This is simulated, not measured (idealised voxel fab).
Process module name: voxel quadruple lines
Section shown: cut. Width: 200 nm. Cell size: 5 nm, square.
In what follows, cross-sections appear as grids of square cells, described through bands that run from the top down, where every band is one or more rows of cells.
For a band, the entry starts with two heights in nm, that of the top and then that of the bottom, and carries on with the band's materials in order from left to right, each alongside its width in nm; the word "edge to edge" beside a single material means it fills the band edge to edge, and "blank" means empty space.
Ref level 0: as-received wafer is one material below here. Bottom band extends down with no lower bound ("0 down").
When a width is written as two numbers, as in "30 to 40", the first number is the width in the top row of cells of the band and the second is the width in its bottom row, and the width changes by the same amount from each row to the next.
For the purposes of this document, the phrase "nothing different" attached to a step denotes that no cell within the cross-section was modified by that step.
Look at "Sealed-off cavities" for the closed voids: empty spaces with no open path to the top, sized 8 cells or up. Each is width x height at distance, distance from the left edge, all nm.
Where a step's line continues beyond its settings, the continuation is a remark by the simulator itself on that step.
When a step includes a mask, the "overlay nm" setting on its line states how far to the right of its planned place that mask lay, and negative values state how far to the left.
So the way this works: pairs, before and after one process step. The after picture only goes down to the lowest band that actually changed, nothing below. Step and its settings are under each pair. And watch out, pairs might come from different runs of this module, same starting wafer though, so a pair only follows on from the one above if its "Pre-processing view" entry tells you so.

PRE-PROCESSING VIEW
  45 to 35  blank 70 nm, SiCN 30 nm, blank 10 nm, SiCN 30 nm, blank 60 nm
  35 to 30  blank 70 nm, SiCN 10 nm, polySi 10 nm, SiCN 10 nm, blank 10 nm, SiCN 10 nm, polySi 10 nm, SiCN 10 nm, blank 60 nm
  30 to 20  SiCN 80 nm, polySi 10 nm, SiCN 30 nm, polySi 10 nm, SiCN 70 nm
  20 to 10  TiN edge to edge
  10 to 0  Al2O3 edge to edge
  0 down  Si edge to edge
  Sealed-off cavities: none

SECTION, POST-STEP
  35 to 20  blank 70 nm, SiCN 10 nm, polySi 10 nm, SiCN 10 nm, blank 10 nm, SiCN 10 nm, polySi 10 nm, SiCN 10 nm, blank 60 nm
  At heights below 20, the structure remains unaltered.
  Sealed-off cavities: none
As a process note, the step between the before and after cross-sections shown above is DIRECTIONAL_ETCH: etch materials SiCN, depth nm 10

Pre-processing view: It is represented by the cross-section appearing after the step of the pair directly above.

SECTION, POST-STEP
  35 to 20  blank 70 nm, SiCN 10 nm, blank 10 nm, SiCN 10 nm, blank 10 nm, SiCN 10 nm, blank 10 nm, SiCN 10 nm, blank 60 nm
  At heights below 20, the structure remains unaltered.
  Sealed-off cavities: none
As a process note, the step between the before and after cross-sections shown above is STRIP: etch materials polySi

Pre-processing view: It is represented by the cross-section appearing after the step of the pair directly above.

SECTION, POST-STEP
  35 to 20  blank 70 nm, SiCN 10 nm, blank 10 nm, SiCN 10 nm, blank 10 nm, SiCN 10 nm, blank 10 nm, SiCN 10 nm, blank 60 nm
  20 to 10  blank 70 nm, TiN 10 nm, blank 10 nm, TiN 10 nm, blank 10 nm, TiN 10 nm, blank 10 nm, TiN 10 nm, blank 60 nm
  At heights below 10, the structure remains unaltered.
  Sealed-off cavities: none
As a process note, the step between the before and after cross-sections shown above is DIRECTIONAL_ETCH: etch materials TiN, depth nm 10

Pre-processing view: It is represented by the cross-section appearing after the step of the pair directly above.

SECTION, POST-STEP
  20 to 10  blank 70 nm, TiN 10 nm, blank 10 nm, TiN 10 nm, blank 10 nm, TiN 10 nm, blank 10 nm, TiN 10 nm, blank 60 nm
  At heights below 10, the structure remains unaltered.
  Sealed-off cavities: none
As a process note, the step between the before and after cross-sections shown above is STRIP: etch materials SiCN

PRE-PROCESSING VIEW
  55 to 35  blank 85 nm, aC 30 nm, blank 85 nm
  35 to 20  polySi edge to edge
  20 to 10  TiN edge to edge
  10 to 0  Al2O3 edge to edge
  0 down  Si edge to edge
  Sealed-off cavities: none

SECTION, POST-STEP
  65 to 55  blank 75 nm, TiN 50 nm, blank 75 nm
  55 to 45  blank 75 nm, TiN 10 nm, aC 30 nm, TiN 10 nm, blank 75 nm
  45 to 35  TiN 85 nm, aC 30 nm, TiN 85 nm
  At heights below 35, the structure remains unaltered.
  Sealed-off cavities: none
As a process note, the step between the before and after cross-sections shown above is CONFORMAL_DEP: material TiN, thk nm 10

Pre-processing view: It is represented by the cross-section appearing after the step of the pair directly above.

SECTION, POST-STEP
  75 to 65  blank 65 nm, SiCN 70 nm, blank 65 nm
  65 to 55  blank 65 nm, SiCN 10 nm, TiN 50 nm, SiCN 10 nm, blank 65 nm
  55 to 45  SiCN 75 nm, TiN 10 nm, aC 30 nm, TiN 10 nm, SiCN 75 nm
  At heights below 45, the structure remains unaltered.
  Sealed-off cavities: none
As a process note, the step between the before and after cross-sections shown above is CONFORMAL_DEP: material SiCN, thk nm 10

Pre-processing view: It is represented by the cross-section appearing after the step of the pair directly above.

SECTION, POST-STEP
  65 to 55  blank 65 nm, SiCN 10 nm, TiN 50 nm, SiCN 10 nm, blank 65 nm
  55 to 45  blank 65 nm, SiCN 10 nm, TiN 10 nm, aC 30 nm, TiN 10 nm, SiCN 10 nm, blank 65 nm
  At heights below 45, the structure remains unaltered.
  Sealed-off cavities: none
As a process note, the step between the before and after cross-sections shown above is DIRECTIONAL_ETCH: etch materials SiCN, depth nm 10

Pre-processing view: It is represented by the cross-section appearing after the step of the pair directly above.

SECTION, POST-STEP
  65 to 55  blank 65 nm, SiCN 10 nm, blank 50 nm, SiCN 10 nm, blank 65 nm
  55 to 45  blank 65 nm, SiCN 10 nm, TiN 10 nm, aC 30 nm, TiN 10 nm, SiCN 10 nm, blank 65 nm
  45 to 35  blank 65 nm, TiN 20 nm, aC 30 nm, TiN 20 nm, blank 65 nm
  At heights below 35, the structure remains unaltered.
  Sealed-off cavities: none
As a process note, the step between the before and after cross-sections shown above is DIRECTIONAL_ETCH: etch materials TiN, depth nm 10

Pre-processing view: It is represented by the cross-section appearing after the step of the pair directly above.

SECTION, POST-STEP
  55 to 45  blank 75 nm, TiN 10 nm, aC 30 nm, TiN 10 nm, blank 75 nm
  At heights below 45, the structure remains unaltered.
  Sealed-off cavities: none
As a process note, the step between the before and after cross-sections shown above is STRIP: etch materials SiCN

PRE-PROCESSING VIEW
  55 to 35  aC edge to edge
  35 to 20  polySi edge to edge
  20 to 10  TiN edge to edge
  10 to 0  Al2O3 edge to edge
  0 down  Si edge to edge
  Sealed-off cavities: none

SECTION, POST-STEP
  85 to 55  resist 85 nm, blank 30 nm, resist 85 nm
  At heights below 55, the structure remains unaltered.
  Sealed-off cavities: none
As a process note, the step between the before and after cross-sections shown above is PATTERN: tone open, mask id MANDREL, material resist, width nm 30, thk nm 30, overlay nm 0

Pre-processing view: It is represented by the cross-section appearing after the step of the pair directly above.

SECTION, POST-STEP
  65 to 55  resist 85 nm, blank 30 nm, resist 85 nm
  55 to 35  aC 85 nm, blank 30 nm, aC 85 nm
  At heights below 35, the structure remains unaltered.
  Sealed-off cavities: none
As a process note, the step between the before and after cross-sections shown above is DIRECTIONAL_ETCH: etch materials aC, depth nm 20

Pre-processing view: It is represented by the cross-section appearing after the step of the pair directly above.

SECTION, POST-STEP
  55 to 35  aC 85 nm, blank 30 nm, aC 85 nm
  At heights below 35, the structure remains unaltered.
  Sealed-off cavities: none
As a process note, the step between the before and after cross-sections shown above is STRIP: etch materials resist

Pre-processing view: It is represented by the cross-section appearing after the step of the pair directly above.

SECTION, POST-STEP
  65 to 55  SiO2 95 nm, blank 10 nm, SiO2 95 nm
  55 to 45  aC 85 nm, SiO2 10 nm, blank 10 nm, SiO2 10 nm, aC 85 nm
  45 to 35  aC 85 nm, SiO2 30 nm, aC 85 nm
  At heights below 35, the structure remains unaltered.
  Sealed-off cavities: none
As a process note, the step between the before and after cross-sections shown above is CONFORMAL_DEP: material SiO2, thk nm 10

Pre-processing view: It is represented by the cross-section appearing after the step of the pair directly above.

SECTION, POST-STEP
  55 to 35  aC 85 nm, SiO2 10 nm, blank 10 nm, SiO2 10 nm, aC 85 nm
  At heights below 35, the structure remains unaltered.
  Sealed-off cavities: none
As a process note, the step between the before and after cross-sections shown above is DIRECTIONAL_ETCH: etch materials SiO2, depth nm 10

Pre-processing view: It is represented by the cross-section appearing after the step of the pair directly above.

SECTION, POST-STEP
  55 to 35  blank 85 nm, SiO2 10 nm, blank 10 nm, SiO2 10 nm, blank 85 nm
  At heights below 35, the structure remains unaltered.
  Sealed-off cavities: none
As a process note, the step between the before and after cross-sections shown above is STRIP: etch materials aC

Pre-processing view: It is represented by the cross-section appearing after the step of the pair directly above.

SECTION, POST-STEP
  55 to 35  blank 85 nm, SiO2 10 nm, blank 10 nm, SiO2 10 nm, blank 85 nm
  35 to 20  blank 85 nm, polySi 10 nm, blank 10 nm, polySi 10 nm, blank 85 nm
  At heights below 20, the structure remains unaltered.
  Sealed-off cavities: none
As a process note, the step between the before and after cross-sections shown above is DIRECTIONAL_ETCH: etch materials polySi, depth nm 15

Pre-processing view: It is represented by the cross-section appearing after the step of the pair directly above.

SECTION, POST-STEP
  35 to 20  blank 85 nm, polySi 10 nm, blank 10 nm, polySi 10 nm, blank 85 nm
  At heights below 20, the structure remains unaltered.
  Sealed-off cavities: none
As a process note, the step between the before and after cross-sections shown above is STRIP: etch materials SiO2

Pre-processing view: It is represented by the cross-section appearing after the step of the pair directly above.

SECTION, POST-STEP
  45 to 35  blank 75 nm, SiCN 50 nm, blank 75 nm
  35 to 30  blank 75 nm, SiCN 10 nm, polySi 10 nm, SiCN 10 nm, polySi 10 nm, SiCN 10 nm, blank 75 nm
  30 to 20  SiCN 85 nm, polySi 10 nm, SiCN 10 nm, polySi 10 nm, SiCN 85 nm
  At heights below 20, the structure remains unaltered.
  Sealed-off cavities: none
As a process note, the step between the before and after cross-sections shown above is CONFORMAL_DEP: material SiCN, thk nm 10

Pre-processing view: It is represented by the cross-section appearing after the step of the pair directly above.

SECTION, POST-STEP
  35 to 20  blank 75 nm, SiCN 10 nm, polySi 10 nm, SiCN 10 nm, polySi 10 nm, SiCN 10 nm, blank 75 nm
  At heights below 20, the structure remains unaltered.
  Sealed-off cavities: none
As a process note, the step between the before and after cross-sections shown above is DIRECTIONAL_ETCH: etch materials SiCN, depth nm 10

Pre-processing view: It is represented by the cross-section appearing after the step of the pair directly above.

SECTION, POST-STEP
  35 to 20  blank 75 nm, SiCN 10 nm, blank 10 nm, SiCN 10 nm, blank 10 nm, SiCN 10 nm, blank 75 nm
  At heights below 20, the structure remains unaltered.
  Sealed-off cavities: none
As a process note, the step between the before and after cross-sections shown above is STRIP: etch materials polySi

Pre-processing view: It is represented by the cross-section appearing after the step of the pair directly above.

SECTION, POST-STEP
  35 to 20  blank 75 nm, SiCN 10 nm, blank 10 nm, SiCN 10 nm, blank 10 nm, SiCN 10 nm, blank 75 nm
  20 to 10  blank 75 nm, TiN 10 nm, blank 10 nm, TiN 10 nm, blank 10 nm, TiN 10 nm, blank 75 nm
  At heights below 10, the structure remains unaltered.
  Sealed-off cavities: none
As a process note, the step between the before and after cross-sections shown above is DIRECTIONAL_ETCH: etch materials TiN, depth nm 10

Pre-processing view: It is represented by the cross-section appearing after the step of the pair directly above.

SECTION, POST-STEP
  20 to 10  blank 75 nm, TiN 10 nm, blank 10 nm, TiN 10 nm, blank 10 nm, TiN 10 nm, blank 75 nm
  At heights below 10, the structure remains unaltered.
  Sealed-off cavities: none
As a process note, the step between the before and after cross-sections shown above is STRIP: etch materials SiCN
